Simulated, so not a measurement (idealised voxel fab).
process module | voxel wiring stack
cross-section cut | 175 nm wide | cells 5 nm
A cross-section is a grid of square cells, given in bands from the top down. A band is one or more rows of cells.
Each band's line starts with the height of the band's top and of its bottom, in nm. Then come its materials from left to right, each with its width in nm. One material with "throughout" fills the band from edge to edge. "air" is empty space.
Height 0 is the level under which the wafer as received is all one material. The lowest band goes on downwards, as in "0 down".
A width such as "30 to 40" changes by the same amount from each row of cells to the next, from the band's top row to its bottom row.
"no change" after a step means that no cell of the cross-section changed.
closed voids: empty space of 8 cells or more with no open way to the top, each as width x height at its distance from the left edge, in nm
after a step's settings: what the simulator itself notes on the step
overlay nm, on a step with a mask: how far to the right of its planned place the mask lay; to the left if negative
plan
1 op RECEIVE | material Si
2 op CONFORMAL_DEP | material SiO2 | thk nm 15
3 op DIRECTIONAL_DEP | material TiN | thk nm 5
4 op DIRECTIONAL_DEP | material W | thk nm 15
5 op DIRECTIONAL_DEP | material aC | thk nm 10
6 op PATTERN | tone cover | mask id METAL_1 | material resist | width nm 25 | pitch nm 55 | thk nm 25 | overlay nm 0
7 op DIRECTIONAL_ETCH | etch materials aC | depth nm 10
8 op STRIP | etch materials resist
9 op DIRECTIONAL_ETCH | etch materials W | depth nm 15
10 op DIRECTIONAL_ETCH | etch materials TiN | depth nm 5
11 op STRIP | etch materials aC
12 op CONFORMAL_DEP | material SiCN | thk nm 5
13 op FILL_DEP | material SiO2 | thk nm 5
14 op CMP | height nm 35
15 op CONFORMAL_DEP | material SiCN | thk nm 5
16 op DIRECTIONAL_DEP | material lowk | thk nm 30
17 op MASKED_ETCH | tone open | mask id METAL_2_HOLES | width nm 15 | etch materials lowk | depth nm 30 | overlay nm 0
18 op MASKED_ETCH | tone open | mask id METAL_2 | width nm 25 | pitch nm 55 | etch materials lowk | depth nm 20 | overlay nm 0
19 op MASKED_ETCH | tone open | mask id METAL_2 | width nm 25 | pitch nm 55 | etch materials SiCN | depth nm 5 | overlay nm 0
20 op CONFORMAL_DEP | material TiN | thk nm 5
21 op FILL_DEP | material Cu | thk nm 10
22 op CMP | height nm 70
23 op CONFORMAL_DEP | material SiN | thk nm 5
first wafer, as planned
as received, after step 1
  0 down: Si throughout
  closed voids: none
after step 2
  15 to 0: SiO2 throughout
  below 0: unchanged
after step 3
  20 to 15: TiN throughout
  below 15: unchanged
after step 4
  35 to 20: W throughout
  below 20: unchanged
after step 5
  45 to 35: aC throughout
  below 35: unchanged
after step 6
  70 to 45: air 45 | resist 25 | air 30 | resist 25 | air 50
  below 45: unchanged
after step 7
  60 to 45: air 45 | resist 25 | air 30 | resist 25 | air 50
  45 to 35: air 45 | aC 25 | air 30 | aC 25 | air 50
  below 35: unchanged
after step 8
  45 to 35: air 45 | aC 25 | air 30 | aC 25 | air 50
  below 35: unchanged
after step 9
  45 to 35: air 45 | aC 25 | air 30 | aC 25 | air 50
  35 to 20: air 45 | W 25 | air 30 | W 25 | air 50
  below 20: unchanged
after step 10
  45 to 35: air 45 | aC 25 | air 30 | aC 25 | air 50
  35 to 20: air 45 | W 25 | air 30 | W 25 | air 50
  20 to 15: air 45 | TiN 25 | air 30 | TiN 25 | air 50
  below 15: unchanged
after step 11
  35 to 20: air 45 | W 25 | air 30 | W 25 | air 50
  below 20: unchanged
after step 12
  40 to 35: air 40 | SiCN 35 | air 20 | SiCN 35 | air 45
  35 to 20: air 40 | SiCN 5 | W 25 | SiCN 5 | air 20 | SiCN 5 | W 25 | SiCN 5 | air 45
  20 to 15: SiCN 45 | TiN 25 | SiCN 30 | TiN 25 | SiCN 50
  below 15: unchanged
after step 13
  45 to 40: SiO2 throughout
  40 to 35: SiO2 40 | SiCN 35 | SiO2 20 | SiCN 35 | SiO2 45
  35 to 20: SiO2 40 | SiCN 5 | W 25 | SiCN 5 | SiO2 20 | SiCN 5 | W 25 | SiCN 5 | SiO2 45
  below 20: unchanged
after step 14
  35 to 20: SiO2 40 | SiCN 5 | W 25 | SiCN 5 | SiO2 20 | SiCN 5 | W 25 | SiCN 5 | SiO2 45
  below 20: unchanged
after step 15
  40 to 35: SiCN throughout
  below 35: unchanged
after step 16
  70 to 40: lowk throughout
  below 40: unchanged
after step 17
  70 to 40: lowk 45 | air 15 | lowk 115
  below 40: unchanged
after step 18
  70 to 50: lowk 45 | air 25 | lowk 30 | air 25 | lowk 50
  below 50: unchanged
after step 19
  70 to 50: lowk 45 | air 25 | lowk 30 | air 25 | lowk 50
  50 to 40: lowk 45 | air 15 | lowk 115
  40 to 35: SiCN 45 | air 15 | SiCN 115
  below 35: unchanged
after step 20
  75 to 70: TiN 50 | air 15 | TiN 40 | air 15 | TiN 55
  70 to 55: lowk 45 | TiN 5 | air 15 | TiN 5 | lowk 30 | TiN 5 | air 15 | TiN 5 | lowk 50
  55 to 50: lowk 45 | TiN 5 | air 5 | TiN 15 | lowk 30 | TiN 25 | lowk 50
  50 to 40: lowk 45 | TiN 5 | air 5 | TiN 5 | lowk 115
  40 to 35: SiCN 45 | TiN 15 | SiCN 115
  below 35: unchanged
after step 21
  85 to 75: Cu throughout
  75 to 70: TiN 50 | Cu 15 | TiN 40 | Cu 15 | TiN 55
  70 to 55: lowk 45 | TiN 5 | Cu 15 | TiN 5 | lowk 30 | TiN 5 | Cu 15 | TiN 5 | lowk 50
  55 to 50: lowk 45 | TiN 5 | Cu 5 | TiN 15 | lowk 30 | TiN 25 | lowk 50
  50 to 40: lowk 45 | TiN 5 | Cu 5 | TiN 5 | lowk 115
  below 40: unchanged
after step 22
  70 to 55: lowk 45 | TiN 5 | Cu 15 | TiN 5 | lowk 30 | TiN 5 | Cu 15 | TiN 5 | lowk 50
  below 55: unchanged
after step 23
  75 to 70: SiN throughout
  below 70: unchanged
second wafer: like start, like plan, one mistake. Through step 5 it matches the first wafer
when step 6 should have ended
  70 to 45: resist 45 | air 25 | resist 30 | air 25 | resist 50
  below 45: unchanged
when step 7 should have ended
  60 to 45: resist 45 | air 25 | resist 30 | air 25 | resist 50
  45 to 35: aC 45 | air 25 | aC 30 | air 25 | aC 50
  below 35: unchanged
when step 8 should have ended
  45 to 35: aC 45 | air 25 | aC 30 | air 25 | aC 50
  below 35: unchanged
when step 9 should have ended
  45 to 35: aC 45 | air 25 | aC 30 | air 25 | aC 50
  35 to 20: W 45 | air 25 | W 30 | air 25 | W 50
  below 20: unchanged
when step 10 should have ended
  45 to 35: aC 45 | air 25 | aC 30 | air 25 | aC 50
  35 to 20: W 45 | air 25 | W 30 | air 25 | W 50
  20 to 15: TiN 45 | air 25 | TiN 30 | air 25 | TiN 50
  below 15: unchanged
when step 11 should have ended
  35 to 20: W 45 | air 25 | W 30 | air 25 | W 50
  below 20: unchanged
when step 12 should have ended
  40 to 35: SiCN 50 | air 15 | SiCN 40 | air 15 | SiCN 55
  35 to 20: W 45 | SiCN 5 | air 15 | SiCN 5 | W 30 | SiCN 5 | air 15 | SiCN 5 | W 50
  20 to 15: TiN 45 | SiCN 25 | TiN 30 | SiCN 25 | TiN 50
  below 15: unchanged
when step 13 should have ended
  45 to 40: SiO2 throughout
  40 to 35: SiCN 50 | SiO2 15 | SiCN 40 | SiO2 15 | SiCN 55
  35 to 20: W 45 | SiCN 5 | SiO2 15 | SiCN 5 | W 30 | SiCN 5 | SiO2 15 | SiCN 5 | W 50
  below 20: unchanged
when step 14 should have ended
  35 to 20: W 45 | SiCN 5 | SiO2 15 | SiCN 5 | W 30 | SiCN 5 | SiO2 15 | SiCN 5 | W 50
  below 20: unchanged
when step 15 should have ended
  40 to 35: SiCN throughout
  below 35: unchanged
when step 16 should have ended
  70 to 40: lowk throughout
  below 40: unchanged
when step 17 should have ended
  70 to 40: lowk 45 | air 15 | lowk 115
  below 40: unchanged
when step 18 should have ended
  70 to 50: lowk 45 | air 25 | lowk 30 | air 25 | lowk 50
  below 50: unchanged
when step 19 should have ended
  70 to 50: lowk 45 | air 25 | lowk 30 | air 25 | lowk 50
  50 to 40: lowk 45 | air 15 | lowk 115
  40 to 35: SiCN 45 | air 15 | SiCN 115
  below 35: unchanged
when step 20 should have ended
  75 to 70: TiN 50 | air 15 | TiN 40 | air 15 | TiN 55
  70 to 55: lowk 45 | TiN 5 | air 15 | TiN 5 | lowk 30 | TiN 5 | air 15 | TiN 5 | lowk 50
  55 to 50: lowk 45 | TiN 5 | air 5 | TiN 15 | lowk 30 | TiN 25 | lowk 50
  50 to 40: lowk 45 | TiN 5 | air 5 | TiN 5 | lowk 115
  40 to 35: SiCN 45 | TiN 15 | SiCN 115
  below 35: unchanged
when step 21 should have ended
  85 to 75: Cu throughout
  75 to 70: TiN 50 | Cu 15 | TiN 40 | Cu 15 | TiN 55
  70 to 55: lowk 45 | TiN 5 | Cu 15 | TiN 5 | lowk 30 | TiN 5 | Cu 15 | TiN 5 | lowk 50
  55 to 50: lowk 45 | TiN 5 | Cu 5 | TiN 15 | lowk 30 | TiN 25 | lowk 50
  50 to 40: lowk 45 | TiN 5 | Cu 5 | TiN 5 | lowk 115
  below 40: unchanged
when step 22 should have ended
  70 to 55: lowk 45 | TiN 5 | Cu 15 | TiN 5 | lowk 30 | TiN 5 | Cu 15 | TiN 5 | lowk 50
  below 55: unchanged
when step 23 should have ended
  75 to 70: SiN throughout
  below 70: unchanged
what went wrong: step 6 ran as: op PATTERN | tone open | mask id METAL_1 | material resist | width nm 25 | pitch nm 55 | thk nm 25 | overlay nm 0
at the end the second wafer has, in cells: 15 fewer of SiCN | 45 fewer of SiO2 | 15 more of TiN | 45 more of W
